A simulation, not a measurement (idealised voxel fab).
The name of this process module is voxel plated lines.
Pictured: cross-section cut, 235 nm wide, on a grid of 5 nm square cells.
Notation: cross-section as square-cell grid; stated in bands, top first, going down; one or more cell rows per band. Quick guide to a band line: top height, bottom height (nm) up front; then every material left to right with its width in nm. Only one material and it's marked "throughout"? Then it fills the band edge to edge. And "blank" just means empty space. Heights are measured from 0, the level below which the as-received wafer is all one material; the lowest band has no bottom and continues downward, written as in "top 0, no bottom". With a width like "30 to 40", each row of cells in the band differs from the next by the same amount, the top row carrying the first number and the bottom row the second. Take "all unchanged" at face value: in the step it is given for, the cross-section changed in none of its cells. In "Enclosed void catalog" the enclosed voids are listed, meaning empty spaces of 8 cells or larger without any opening to the top. The form is width x height at distance, distance from the left edge, units nm. Heads up: the bit after the settings on a step's line is the simulator's remark on that step. The setting "overlay nm" may be written on the line of a step. When the step uses a mask, the value reports how far to the right of the planned place the mask lay, and a negative value reports that it lay to the left.
[List of planned process steps]
| 1 | RECEIVE, material Si |
| 2 | CONFORMAL_DEP, material SiO2, thk nm 15 |
| 3 | DIRECTIONAL_DEP, material TiN, thk nm 5 |
| 4 | PATTERN, tone open, mask id LINES, material resist, width nm 25, pitch nm 45, thk nm 20, overlay nm 0 |
| 5 | EPI, material Ru, thk nm 10 |
| 6 | STRIP, etch materials resist |
| 7 | DIRECTIONAL_ETCH, etch materials TiN, depth nm 5 |
| 8 | CONFORMAL_DEP, material SiO2, thk nm 5 |
[Cross-section of the wafer as it came to us, i.e., already through step 1]
	top 0, no bottom  Si throughout
	Enclosed void catalog: none
[First of two wafers at the end of the module, shown in cross-section; run carried out as planned]
	top 35, bottom 30  55 nm blank, 35 nm SiO2, 10 nm blank, 35 nm SiO2, 10 nm blank, 35 nm SiO2, 55 nm blank
	top 30, bottom 20  55 nm blank, 5 nm SiO2, 25 nm Ru, 5 nm SiO2, 10 nm blank, 5 nm SiO2, 25 nm Ru, 5 nm SiO2, 10 nm blank, 5 nm SiO2, 25 nm Ru, 5 nm SiO2, 55 nm blank
	top 20, bottom 15  60 nm SiO2, 25 nm TiN, 20 nm SiO2, 25 nm TiN, 20 nm SiO2, 25 nm TiN, 60 nm SiO2
	top 15, bottom 0  SiO2 throughout
	top 0, no bottom  Si throughout
	Enclosed void catalog: none
[Same start, same plan as the first wafer - but one mistake in the run. Cross-section of the second of the two at the end of the module]
	top 30, bottom 25  55 nm blank, 35 nm SiO2, 10 nm blank, 35 nm SiO2, 10 nm blank, 35 nm SiO2, 55 nm blank
	top 25, bottom 20  60 nm SiO2, 25 nm Ru, 20 nm SiO2, 25 nm Ru, 20 nm SiO2, 25 nm Ru, 60 nm SiO2
	top 20, bottom 15  TiN throughout
	top 15, bottom 0  SiO2 throughout
	top 0, no bottom  Si throughout
	Enclosed void catalog: none
Diagnosis: step 7 was run on a setting that differed from the plan, and what really ran there is DIRECTIONAL_ETCH, etch materials Ru, depth nm 5
End check, counted in cells, second wafer has more or fewer of these materials than the first: -15 Ru | -12 SiO2 | +32 TiN
